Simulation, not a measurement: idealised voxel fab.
The following process module bears the name voxel lift off.
Square cells of 5 nm make up the cross-section cut, whose width is 250 nm.
For the purposes of this document, a cross-section shall be understood as a grid of square cells, specified as bands listed in top-to-bottom order, each band consisting of one or more rows of cells.
Basically the band line says how high the top is and how high the bottom is, in nm, and then what's in it from left to right, every material with its width in nm. Empty space shows up as "air", and if a single material carries "full width" it runs the full band edge to edge.
Beneath 0, the wafer as received is one material, and that level is where height counting begins. The lowest band goes on downward without a bottom; it is written like "from 0 down".
Graded width ("30->40"): value in top row of band = first number; value in bottom row = second number; row-to-row change constant.
What does "all unchanged" mean for a step? It means no cell of the cross-section changed in that step.
Heads up: "Fully closed voids" only lists the empty pockets with no open path to the top that are 8 cells or more, and it writes them as width x height at distance, distance from the left edge, in nm.
Whatever follows a step's settings on its line is a remark the simulator itself makes about that step.
"overlay nm", when on a step's line for a step with a mask, measures how far to the right of its planned place the mask lay; a negative measure means to the left.

Process steps - plan
1 RECEIVE, material Si
2 CONFORMAL_DEP, material SiN, thk nm 15
3 PATTERN, tone open, mask id LINES, material resist, width nm 30, pitch nm 50, thk nm 25, overlay nm 0
4 DIRECTIONAL_DEP, material Ru, thk nm 15
5 STRIP, etch materials resist
6 CONFORMAL_DEP, material SiCN, thk nm 10

This is the cross-section of the wafer as we received it, i.e. after step 1
    from 0 down: Si full width
    Fully closed voids: none

First of two wafers: cross-section at end of module, run per plan
    from 40 to 30: air (25) | SiCN (200) | air (25)
    from 30 to 25: air (25) | SiCN (10) | Ru (30) | SiCN (20) | Ru (30) | SiCN (20) | Ru (30) | SiCN (20) | Ru (30) | SiCN (10) | air (25)
    from 25 to 15: SiCN (35) | Ru (30) | SiCN (20) | Ru (30) | SiCN (20) | Ru (30) | SiCN (20) | Ru (30) | SiCN (35)
    from 15 to 0: SiN full width
    from 0 down: Si full width
    Fully closed voids: none

Module end: cross-section of wafer two of two. Same start and process plan as the first wafer. One mistake during execution
    from 55 to 45: air (25) | SiCN (200) | air (25)
    from 45 to 40: air (25) | SiCN (10) | Ru (30) | SiCN (20) | Ru (30) | SiCN (20) | Ru (30) | SiCN (20) | Ru (30) | SiCN (10) | air (25)
    from 40 to 30: SiCN (35) | Ru (30) | SiCN (20) | Ru (30) | SiCN (20) | Ru (30) | SiCN (20) | Ru (30) | SiCN (35)
    from 30 to 0: SiN full width
    from 0 down: Si full width
    Fully closed voids: none
So what did we get wrong on this run? plan step 2 ran twice
Count the cells at the end and the second wafer has more or fewer of some materials than the first: +150 SiN
